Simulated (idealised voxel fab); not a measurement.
process module | voxel transistor to metal
cross-section cut | 160 nm wide | cells 5 nm
A cross-section is a grid of square cells, given in bands from the top down. A band is one or more rows of cells.
Each band's line starts with the height of the band's top and of its bottom, in nm. Then come its materials from left to right, each with its width in nm. One material with "throughout" fills the band from edge to edge. "air" is empty space.
Height 0 is the level under which the wafer as received is all one material. The lowest band goes on downwards, as in "0 down".
A width such as "30 to 40" changes by the same amount from each row of cells to the next, from the band's top row to its bottom row.
"no change" after a step means that no cell of the cross-section changed.
closed voids: empty space of 8 cells or more with no open way to the top, each as width x height at its distance from the left edge, in nm
after a step's settings: what the simulator itself notes on the step
overlay nm, on a step with a mask: how far to the right of its planned place the mask lay; to the left if negative
plan
1 op RECEIVE | material Si
2 op CONFORMAL_DEP | material SiO2 | thk nm 5
3 op CONFORMAL_DEP | material SiN | thk nm 15
4 op PATTERN | tone cover | mask id ACTIVE | material resist | width nm 95 | thk nm 15 | overlay nm 0
5 op DIRECTIONAL_ETCH | etch materials SiN | depth nm 15
6 op DIRECTIONAL_ETCH | etch materials SiO2 | depth nm 5
7 op DIRECTIONAL_ETCH | etch materials Si | depth nm 20
8 op STRIP | etch materials resist
9 op FILL_DEP | material SiO2 | thk nm 15
10 op CMP | height nm 20
11 op SELECTIVE_ETCH | etch materials SiO2 | depth nm 10
12 op STRIP | etch materials SiN
13 op SELECTIVE_ETCH | etch materials SiO2 | depth nm 5
14 op OXIDIZE | depth nm 5
15 op DIRECTIONAL_DEP | material polySi | thk nm 25
16 op DIRECTIONAL_DEP | material SiCN | thk nm 15
17 op PATTERN | tone cover | mask id GATE | material resist | width nm 25 | thk nm 15 | overlay nm 0
18 op DIRECTIONAL_ETCH | etch materials SiCN | depth nm 25
19 op DIRECTIONAL_ETCH | etch materials polySi | depth nm 35
20 op STRIP | etch materials resist
21 op CONFORMAL_DEP | material SiO2 | thk nm 5
22 op DIRECTIONAL_ETCH | etch materials SiO2 | depth nm 5
23 op CONFORMAL_DEP | material SiN | thk nm 5
24 op DIRECTIONAL_ETCH | etch materials SiN | depth nm 5
25 op DIRECTIONAL_ETCH | etch materials SiO2 | depth nm 5
26 op DIRECTIONAL_ETCH | etch materials Si | depth nm 15
27 op EPI | material SiGe | thk nm 15
28 op FILL_DEP | material SiO2 | thk nm 5
29 op CMP | height nm 25
30 op STRIP | etch materials polySi
31 op SELECTIVE_ETCH | etch materials SiO2 | depth nm 5
32 op CONFORMAL_DEP | material HfO2 | thk nm 5
33 op CONFORMAL_DEP | material TiN | thk nm 5
34 op FILL_DEP | material W | thk nm 5
35 op CMP | height nm 20
36 op DIRECTIONAL_DEP | material SiO2 | thk nm 15
37 op PATTERN | tone open | mask id CONTACT | material resist | width nm 15 | pitch nm 70 | thk nm 20 | overlay nm 0
38 op DIRECTIONAL_ETCH | etch materials SiO2 | depth nm 25
39 op STRIP | etch materials resist
40 op CONFORMAL_DEP | material TiN | thk nm 5
41 op FILL_DEP | material Ru | thk nm 10
42 op CMP | height nm 35
43 op DIRECTIONAL_DEP | material TiN | thk nm 5
44 op DIRECTIONAL_DEP | material W | thk nm 25
45 op PATTERN | tone cover | mask id METAL_1 | material resist | width nm 15 | pitch nm 70 | thk nm 20 | overlay nm 0
46 op DIRECTIONAL_ETCH | etch materials W | depth nm 25
47 op DIRECTIONAL_ETCH | etch materials TiN | depth nm 5
48 op STRIP | etch materials resist
49 op FILL_DEP | material SiO2 | thk nm 5
50 op CMP | height nm 65
51 op CONFORMAL_DEP | material SiCN | thk nm 5
52 op DIRECTIONAL_DEP | material SiO2 | thk nm 30
53 op PATTERN | tone open | mask id METAL_2 | material resist | width nm 15 | pitch nm 70 | thk nm 20 | overlay nm 0
54 op DIRECTIONAL_ETCH | etch materials SiO2 | depth nm 20
55 op STRIP | etch materials resist
56 op MASKED_ETCH | tone open | mask id METAL_2_HOLES | width nm 15 | pitch nm 70 | etch materials SiO2 | depth nm 10 | overlay nm 0
57 op MASKED_ETCH | tone open | mask id METAL_2_HOLES | width nm 15 | pitch nm 70 | etch materials SiCN | depth nm 5 | overlay nm 0
58 op CONFORMAL_DEP | material TiN | thk nm 5
59 op FILL_DEP | material Ru | thk nm 5
60 op CMP | height nm 100
61 op CONFORMAL_DEP | material SiCN | thk nm 5
as received, after step 1
  0 down: Si throughout
  closed voids: none
first wafer at the end, as planned
  105 to 100: SiCN throughout
  100 to 70: SiO2 35 | TiN 5 | Ru 5 | TiN 5 | SiO2 55 | TiN 5 | Ru 5 | TiN 5 | SiO2 40
  70 to 65: SiCN 35 | TiN 15 | SiCN 55 | TiN 15 | SiCN 40
  65 to 40: SiO2 35 | W 15 | SiO2 55 | W 15 | SiO2 40
  40 to 35: SiO2 35 | TiN 15 | SiO2 55 | TiN 15 | SiO2 40
  35 to 20: SiO2 35 | TiN 5 | Ru 5 | TiN 5 | SiO2 55 | TiN 5 | Ru 5 | TiN 5 | SiO2 40
  20 to 15: SiO2 35 | TiN 5 | Ru 5 | TiN 5 | SiO2 5 | SiN 5 | HfO2 5 | TiN 5 | W 15 | TiN 5 | HfO2 5 | SiN 5 | SiO2 5 | TiN 5 | Ru 5 | TiN 5 | SiO2 40
  15 to 10: SiO2 35 | TiN 15 | SiO2 5 | SiN 5 | HfO2 5 | TiN 5 | W 15 | TiN 5 | HfO2 5 | SiN 5 | SiO2 5 | TiN 15 | SiO2 40
  10 to 5: SiO2 30 | SiGe 25 | SiN 5 | HfO2 5 | TiN 5 | W 15 | TiN 5 | HfO2 5 | SiN 5 | SiGe 25 | SiO2 35
  5 to 0: SiO2 30 | SiN 5 | SiGe 20 | SiN 5 | HfO2 5 | TiN 25 | HfO2 5 | SiN 5 | SiGe 20 | SiN 5 | SiO2 35
  0 to -5: SiO2 35 | SiGe 20 | SiO2 5 | HfO2 35 | SiO2 5 | SiGe 20 | SiO2 40
  -5 to -20: SiO2 30 | Si 5 | SiGe 20 | Si 45 | SiGe 20 | Si 5 | SiO2 35
  -20 down: Si throughout
  closed voids: none
second wafer at the end: like start, like plan, one mistake
  105 to 100: SiCN throughout
  100 to 70: SiO2 35 | TiN 5 | Ru 5 | TiN 5 | SiO2 55 | TiN 5 | Ru 5 | TiN 5 | SiO2 40
  70 to 65: SiCN 35 | TiN 15 | SiCN 55 | TiN 15 | SiCN 40
  65 to 40: SiO2 35 | W 15 | SiO2 55 | W 15 | SiO2 40
  40 to 35: SiO2 35 | TiN 15 | SiO2 55 | TiN 15 | SiO2 40
  35 to 25: Ru 30 | TiN 5 | SiO2 15 | TiN 5 | Ru 45 | TiN 5 | SiO2 15 | TiN 5 | Ru 35
  25 to 20: Ru 30 | TiN 5 | SiO2 15 | TiN 55 | SiO2 15 | TiN 5 | Ru 35
  20 to 15: Ru 30 | TiN 5 | SiO2 15 | TiN 5 | SiN 5 | HfO2 5 | TiN 5 | W 15 | TiN 5 | HfO2 5 | SiN 5 | TiN 5 | SiO2 15 | TiN 5 | Ru 35
  15 to 10: TiN 35 | SiO2 15 | TiN 5 | SiN 5 | HfO2 5 | TiN 5 | W 15 | TiN 5 | HfO2 5 | SiN 5 | TiN 5 | SiO2 15 | TiN 40
  10 to 5: SiO2 30 | SiGe 25 | SiN 5 | HfO2 5 | TiN 5 | W 15 | TiN 5 | HfO2 5 | SiN 5 | SiGe 25 | SiO2 35
  5 to 0: SiO2 30 | SiN 5 | SiGe 20 | SiN 5 | HfO2 5 | TiN 25 | HfO2 5 | SiN 5 | SiGe 20 | SiN 5 | SiO2 35
  0 to -5: SiO2 35 | SiGe 20 | SiO2 5 | HfO2 35 | SiO2 5 | SiGe 20 | SiO2 40
  -5 to -20: SiO2 30 | Si 5 | SiGe 20 | Si 45 | SiGe 20 | Si 5 | SiO2 35
  -20 down: Si throughout
  closed voids: none
what went wrong: step 37 ran as: op PATTERN | tone cover | mask id CONTACT | material resist | width nm 15 | pitch nm 70 | thk nm 20 | overlay nm 0
at the end the second wafer has, in cells: 62 more of Ru | 82 fewer of SiO2 | 20 more of TiN
